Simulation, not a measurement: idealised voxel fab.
Process module name: voxel wiring stack
Each square cell in cross-section cut measures 5 nm, and the section as a whole is 180 nm wide.
In what follows, cross-sections appear as grids of square cells, described through bands that run from the top down, where every band is one or more rows of cells. Each band's line starts with the height of the band's top and of its bottom, in nm. Then come its materials from left to right, each with its width in nm. One material with "throughout" fills the band from edge to edge. "empty" is empty space. Height is counted from the level 0, under which the received wafer is composed throughout of one material. The lowest of the bands is not closed at the bottom but continues downward, in the notation "z 0 and below". The width entry "30..40" should be interpreted row by row: the top row of cells in the band takes the first number, the bottom row takes the second number, and the change between adjacent rows is uniform throughout. The designation "left unchanged", where it is given for a processing step, indicates that no cell of the cross-section was altered in the course of that step. Entry "Cavities, closed" = empty spaces >= 8 cells with no open way to the top; each as width x height at distance, distance from left edge, all nm. If you see something after the settings on a step's line, that's the simulator's own remark about that step. overlay nm: step with mask; distance mask lay right of planned place; negative value = left of planned place.

STEPS IN THE PROCESS PLAN
- 1: RECEIVE,material Si
- 2: CONFORMAL_DEP,material SiO2,thk nm 10
- 3: DIRECTIONAL_DEP,material TiN,thk nm 5
- 4: DIRECTIONAL_DEP,material Ru,thk nm 15
- 5: DIRECTIONAL_DEP,material aC,thk nm 15
- 6: PATTERN,tone cover,mask id METAL_1,material resist,width nm 20,pitch nm 50,thk nm 35,overlay nm 0
- 7: DIRECTIONAL_ETCH,etch materials aC,depth nm 15
- 8: STRIP,etch materials resist
- 9: DIRECTIONAL_ETCH,etch materials Ru,depth nm 15
- 10: DIRECTIONAL_ETCH,etch materials TiN,depth nm 5
- 11: STRIP,etch materials aC
- 12: FILL_DEP,material SiO2,thk nm 10
- 13: CMP,height nm 30
- 14: CONFORMAL_DEP,material SiCN,thk nm 5
- 15: DIRECTIONAL_DEP,material lowk,thk nm 15
- 16: MASKED_ETCH,tone open,mask id PLUG_1,width nm 15,pitch nm 100,etch materials lowk,depth nm 15,overlay nm 0
- 17: MASKED_ETCH,tone open,mask id PLUG_1,width nm 15,pitch nm 100,etch materials SiCN,depth nm 5,overlay nm 0
- 18: CONFORMAL_DEP,material TiN,thk nm 5
- 19: FILL_DEP,material Cu,thk nm 10
- 20: CMP,height nm 50
- 21: CONFORMAL_DEP,material SiCN,thk nm 5
- 22: DIRECTIONAL_DEP,material SiO2,thk nm 15
- 23: MASKED_ETCH,tone open,mask id METAL_2,width nm 15,pitch nm 50,etch materials SiO2,depth nm 15,overlay nm 0
- 24: MASKED_ETCH,tone open,mask id METAL_2,width nm 20,pitch nm 50,etch materials SiCN,depth nm 5,overlay nm 0
- 25: CONFORMAL_DEP,material TiN,thk nm 5
- 26: FILL_DEP,material Ru,thk nm 5
- 27: CMP,height nm 70
- 28: CONFORMAL_DEP,material SiCN,thk nm 5
- 29: DIRECTIONAL_DEP,material SiO2,thk nm 15
- 30: MASKED_ETCH,tone open,mask id PLUG_2,width nm 15,pitch nm 100,etch materials SiO2,depth nm 15,overlay nm 0
- 31: MASKED_ETCH,tone open,mask id PLUG_2,width nm 15,pitch nm 100,etch materials SiCN,depth nm 5,overlay nm 0
- 32: EPI,material Ru,thk nm 10
- 33: EPI,material Ru,thk nm 10
- 34: CONFORMAL_DEP,material SiN,thk nm 5
- 35: DIRECTIONAL_DEP,material lowk,thk nm 15
- 36: MASKED_ETCH,tone open,mask id METAL_3,width nm 20,pitch nm 50,etch materials lowk,depth nm 15,overlay nm 0
- 37: MASKED_ETCH,tone open,mask id METAL_3,width nm 20,pitch nm 50,etch materials SiN,depth nm 5,overlay nm 0
- 38: CONFORMAL_DEP,material TiN,thk nm 5
- 39: FILL_DEP,material Cu,thk nm 10
- 40: CMP,height nm 110
- 41: EPI,material Ru,thk nm 5
- 42: FILL_DEP,material SiCN,thk nm 5
- 43: DIRECTIONAL_DEP,material SiO2,thk nm 25
- 44: MASKED_ETCH,tone open,mask id METAL_4,width nm 20,pitch nm 50,etch materials SiO2,depth nm 15,overlay nm 0
- 45: MASKED_ETCH,tone open,mask id METAL_4_HOLES,width nm 15,pitch nm 50,etch materials SiO2,depth nm 10,overlay nm 0
- 46: MASKED_ETCH,tone open,mask id METAL_4_HOLES,width nm 15,pitch nm 50,etch materials SiCN,depth nm 5,overlay nm 0
- 47: CONFORMAL_DEP,material TiN,thk nm 5
- 48: FILL_DEP,material Cu,thk nm 10
- 49: CMP,height nm 145
- 50: CONFORMAL_DEP,material SiN,thk nm 5
Be aware that, although all wafers share a common starting state, the width nm at step 23 differs among them, and the plan displays the first wafer's value.

SECTIONAL VIEW: FIRST OF SEVERAL WAFERS, AS RECEIVED, AFTER STEP 1
- z 0 and below | Si throughout
- Cavities, closed: none

BASICALLY EACH WAFER GETS A LINE IN THE TABLE, SHOWING IT AT THE END OF THE MODULE: MATERIAL BY MATERIAL, THE CELLS IT GAINED (+) OR LOST (-) SINCE WE GOT IT, THEN ITS CLOSED VOIDS
width nm 15; +45 Cu; +87 Ru; +132 SiCN; +60 SiN; +465 SiO2; +129 TiN; +162 lowk; Cavities, closed: none
width nm 20; +45 Cu; +96 Ru; +129 SiCN; +60 SiN; +456 SiO2; +132 TiN; +162 lowk; Cavities, closed: none
width nm 25; +45 Cu; +102 Ru; +129 SiCN; +60 SiN; +447 SiO2; +135 TiN; +162 lowk; Cavities, closed: none
width nm 30; +45 Cu; +108 Ru; +129 SiCN; +60 SiN; +438 SiO2; +138 TiN; +162 lowk; Cavities, closed: none
width nm 35; +45 Cu; +114 Ru; +129 SiCN; +60 SiN; +429 SiO2; +141 TiN; +162 lowk; Cavities, closed: none
